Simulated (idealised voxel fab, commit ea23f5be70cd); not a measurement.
Process module name: voxel released beams
cross-section cut | 180 nm wide | cells 5 nm
We lay out every cross-section as a grid of square cells and spell it out in bands from the top down, where one band means one or more rows of cells.
Basically the band line says how high the top is and how high the bottom is, in nm, and then what's in it from left to right, every material with its width in nm. Empty space shows up as "air", and if a single material carries "throughout" it runs the full band edge to edge.
A quick word on heights: they are counted from 0, and under that level the wafer as it came to us is one material throughout. The lowest band is different from the rest in having no bottom; it simply continues downward, written as in "top 0, no bottom".
Graded width ("30->40"): value in top row of band = first number; value in bottom row = second number; row-to-row change constant.
"no change occurred" means the step left every cell of the cross-section as it was.
"Listed closed voids" specifies each empty space that is not open to the top and that occupies no fewer than 8 cells, using the form width x height at distance, the distance measured from the left edge and all three quantities in nm.
Formally, on a step line, whatever follows the settings is a remark that the simulator itself makes on the step.
"overlay nm" on a masked step: distance the mask lay right of its planned place, negative for left.

Below is the list of planned process steps
1) RECEIVE,material Si
2) CONFORMAL_DEP,material Al2O3,thk nm 5
3) DIRECTIONAL_DEP,material SiO2,thk nm 10
4) PATTERN,tone open,mask id ANCHOR,material resist,width nm 30,thk nm 15,overlay nm 0
5) DIRECTIONAL_ETCH,etch materials SiO2,depth nm 10
6) STRIP,etch materials resist
7) CONFORMAL_DEP,material SiN,thk nm 10
8) PATTERN,tone cover,mask id BEAM,material resist,width nm 100,thk nm 20,overlay nm 0
9) DIRECTIONAL_ETCH,etch materials SiN,depth nm 10
10) STRIP,etch materials resist
11) STRIP,etch materials SiO2
For this document, wafers share an identical start and vary in the step 2 thk nm; the plan quotes the first wafer's value.

First wafer of several, as received: cross-section after step 1
  top 0, no bottom: Si throughout
  Listed closed voids: none

Wafer cross-section (first of several) - module end, post step 11 (last step)
  top 25, bottom 15: air 35 nm | SiN 15 nm | air 10 nm | SiN 75 nm | air 45 nm
  top 15, bottom 5: air 40 nm | SiN 30 nm | air 110 nm
  top 5, bottom 0: Al2O3 throughout
  top 0, no bottom: Si throughout
  Listed closed voids: none

Last wafer, end of module, cross-section
  top 45, bottom 35: air 35 nm | SiN 15 nm | air 10 nm | SiN 75 nm | air 45 nm
  top 35, bottom 25: air 40 nm | SiN 30 nm | air 110 nm
  top 25, bottom 0: Al2O3 throughout
  top 0, no bottom: Si throughout
  Listed closed voids: none

Take any row and you have a wafer at the end of the module: how many cells of each material it has gained (+) or lost (-) since it was received, and then its closed voids
thk nm 5 | +36 Al2O3 | +48 SiN | Listed closed voids: none
thk nm 10 | +72 Al2O3 | +48 SiN | Listed closed voids: none
thk nm 15 | +108 Al2O3 | +48 SiN | Listed closed voids: none
thk nm 20 | +144 Al2O3 | +48 SiN | Listed closed voids: none
thk nm 25 | +180 Al2O3 | +48 SiN | Listed closed voids: none
